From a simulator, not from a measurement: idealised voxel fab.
The following process module bears the name voxel wiring stack.
Square cells of 5 nm make up the cross-section cut, whose width is 260 nm.
In what follows, cross-sections appear as grids of square cells, described through bands that run from the top down, where every band is one or more rows of cells.
Each band's line starts with the height of the band's top and of its bottom, in nm. Then come its materials from left to right, each with its width in nm. One material with "all across" fills the band from edge to edge. "blank" is empty space.
The level at which height equals 0 is the one under which the wafer, as it arrives, is entirely one material. No lower edge exists for the bottom band, which continues downward and is notated as in "0 down".
With a width like "30..40", each row of cells in the band differs from the next by the same amount, the top row carrying the first number and the bottom row the second.
"same as before" means the step left every cell of the cross-section as it was.
This entry, "Closed-off voids", enumerates those empty regions of no fewer than 8 cells that possess no open connection to the top. Each region is reported in the form width x height at distance, the distance being taken from the left edge, with all three quantities expressed in nm.
Whatever follows a step's settings on its line is a remark the simulator itself makes about that step.
overlay nm: mask right of planned place by this much (step with mask). Neg. = left.

**Process steps foreseen in the plan**
| 1 | RECEIVE with material Si |
| 2 | CONFORMAL_DEP with material SiO2, thk nm 15 |
| 3 | CONFORMAL_DEP with material SiN, thk nm 5 |
| 4 | DIRECTIONAL_DEP with material lowk, thk nm 15 |
| 5 | MASKED_ETCH with tone open, mask id METAL_1, width nm 25, pitch nm 50, etch materials lowk, depth nm 15, overlay nm 0 |
| 6 | MASKED_ETCH with tone open, mask id METAL_1, width nm 25, pitch nm 50, etch materials SiN, depth nm 5, overlay nm 0 |
| 7 | CONFORMAL_DEP with material TiN, thk nm 5 |
| 8 | FILL_DEP with material W, thk nm 10 |
| 9 | CMP with height nm 35 |
| 10 | EPI with material Ru, thk nm 5 |
| 11 | FILL_DEP with material SiCN, thk nm 5 |
| 12 | DIRECTIONAL_DEP with material lowk, thk nm 35 |
| 13 | PATTERN with tone open, mask id METAL_2_HOLES, material resist, width nm 15, thk nm 15, overlay nm 0 |
| 14 | DIRECTIONAL_ETCH with etch materials lowk, depth nm 35 |
| 15 | STRIP with etch materials resist |
| 16 | DIRECTIONAL_DEP with material aC, thk nm 15 |
| 17 | PATTERN with tone open, mask id METAL_2, material resist, width nm 25, pitch nm 50, thk nm 35, overlay nm 0 |
| 18 | DIRECTIONAL_ETCH with etch materials aC, depth nm 15 |
| 19 | STRIP with etch materials resist |
| 20 | DIRECTIONAL_ETCH with etch materials lowk, depth nm 20 |
| 21 | DIRECTIONAL_ETCH with etch materials SiCN, depth nm 5 |
| 22 | STRIP with etch materials aC |
| 23 | CONFORMAL_DEP with material TiN, thk nm 5 |
| 24 | FILL_DEP with material Cu, thk nm 5 |
| 25 | CMP with height nm 80 |
| 26 | CONFORMAL_DEP with material SiCN, thk nm 5 |

**Wafer at receipt (post step 1), cross-section**
  0 down = Si all across
  Closed-off voids: none

**Same starting wafer, same plan as above, one mistake in the execution; this is the cross-section at the end of the module**
  85 to 80 = SiCN all across
  80 to 65 = lowk=90, TiN=5, Cu=15, TiN=5, lowk=25, TiN=5, Cu=15, TiN=5, lowk=95
  65 to 60 = lowk=90, TiN=5, Cu=5, TiN=15, lowk=25, TiN=25, lowk=95
  60 to 45 = lowk=90, TiN=5, Cu=5, TiN=5, lowk=155
  45 to 40 = SiCN=90, TiN=15, SiCN=155
  40 to 35 = Ru all across
  35 to 30 = W all across
  30 to 25 = TiN=95, W=15, TiN=35, W=15, TiN=100
  25 to 10 = lowk=90, TiN=5, W=15, TiN=5, lowk=25, TiN=5, W=15, TiN=5, lowk=95
  10 to 5 = SiN=90, TiN=25, SiN=25, TiN=25, SiN=95
  5 to 0 = SiO2 all across
  0 down = Si all across
  Closed-off voids: none
Against the plan, the run slipped here: not per plan at step 2, really ran CONFORMAL_DEP with material SiO2, thk nm 5
